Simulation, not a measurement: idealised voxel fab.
process module | voxel wiring stack
cross-section cut | 275 nm wide | cells 5 nm
A cross-section is a grid of square cells, given in bands from the top down. A band is one or more rows of cells.
Each band's line starts with the height of the band's top and of its bottom, in nm. Then come its materials from left to right, each with its width in nm. One material with "throughout" fills the band from edge to edge. "air" is empty space.
Height 0 is the level under which the wafer as received is all one material. The lowest band goes on downwards, as in "0 down".
A width such as "30 to 40" changes by the same amount from each row of cells to the next, from the band's top row to its bottom row.
"no change" after a step means that no cell of the cross-section changed.
closed voids: empty space of 8 cells or more with no open way to the top, each as width x height at its distance from the left edge, in nm
after a step's settings: what the simulator itself notes on the step
overlay nm, on a step with a mask: how far to the right of its planned place the mask lay; to the left if negative
plan
1 op RECEIVE | material Si
2 op CONFORMAL_DEP | material SiO2 | thk nm 15
3 op CONFORMAL_DEP | material SiCN | thk nm 5
4 op DIRECTIONAL_DEP | material lowk | thk nm 20
5 op MASKED_ETCH | tone open | mask id METAL_1 | width nm 30 | pitch nm 55 | etch materials lowk | depth nm 20 | overlay nm -15
6 op MASKED_ETCH | tone open | mask id METAL_1 | width nm 30 | pitch nm 55 | etch materials SiCN | depth nm 5 | overlay nm 0
7 op CONFORMAL_DEP | material TiN | thk nm 5
8 op FILL_DEP | material Ru | thk nm 5
9 op CMP | height nm 40
10 op CONFORMAL_DEP | material SiCN | thk nm 5
11 op DIRECTIONAL_DEP | material lowk | thk nm 25
12 op DIRECTIONAL_DEP | material aC | thk nm 10
13 op PATTERN | tone open | mask id METAL_2 | material resist | width nm 30 | pitch nm 55 | thk nm 25 | overlay nm 0
14 op DIRECTIONAL_ETCH | etch materials aC | depth nm 10
15 op STRIP | etch materials resist
16 op DIRECTIONAL_ETCH | etch materials lowk | depth nm 15
17 op STRIP | etch materials aC
18 op DIRECTIONAL_DEP | material aC | thk nm 15
19 op PATTERN | tone open | mask id METAL_2_HOLES | material resist | width nm 15 | pitch nm 55 | thk nm 30 | overlay nm 0
20 op DIRECTIONAL_ETCH | etch materials aC | depth nm 15
21 op STRIP | etch materials resist
22 op DIRECTIONAL_ETCH | etch materials lowk | depth nm 10
23 op DIRECTIONAL_ETCH | etch materials SiCN | depth nm 5
24 op STRIP | etch materials aC
25 op CONFORMAL_DEP | material TiN | thk nm 5
26 op FILL_DEP | material Cu | thk nm 10
27 op CMP | height nm 70
28 op CONFORMAL_DEP | material SiCN | thk nm 5
varied across the wafers: overlay nm of step 5. The plan shows the first wafer's value. All wafers start alike
first wafer as received, after step 1
  0 down: Si throughout
  closed voids: none
each wafer at the end: cells of each material gained (+) or lost (-) since it was received, then its closed voids
overlay nm -15 | +44 Cu | +52 Ru | +141 SiCN | +165 SiO2 | +120 TiN | +303 lowk | closed voids: none
overlay nm -10 | +44 Cu | +56 Ru | +137 SiCN | +165 SiO2 | +120 TiN | +303 lowk | closed voids: none
overlay nm -5 | +44 Cu | +60 Ru | +133 SiCN | +165 SiO2 | +120 TiN | +303 lowk | closed voids: none
overlay nm 0 | +44 Cu | +64 Ru | +129 SiCN | +165 SiO2 | +120 TiN | +303 lowk | closed voids: none
overlay nm 5 | +44 Cu | +60 Ru | +133 SiCN | +165 SiO2 | +120 TiN | +303 lowk | closed voids: none
overlay nm 10 | +44 Cu | +56 Ru | +137 SiCN | +165 SiO2 | +120 TiN | +303 lowk | closed voids: none
overlay nm 15 | +44 Cu | +52 Ru | +141 SiCN | +165 SiO2 | +120 TiN | +303 lowk | closed voids: none
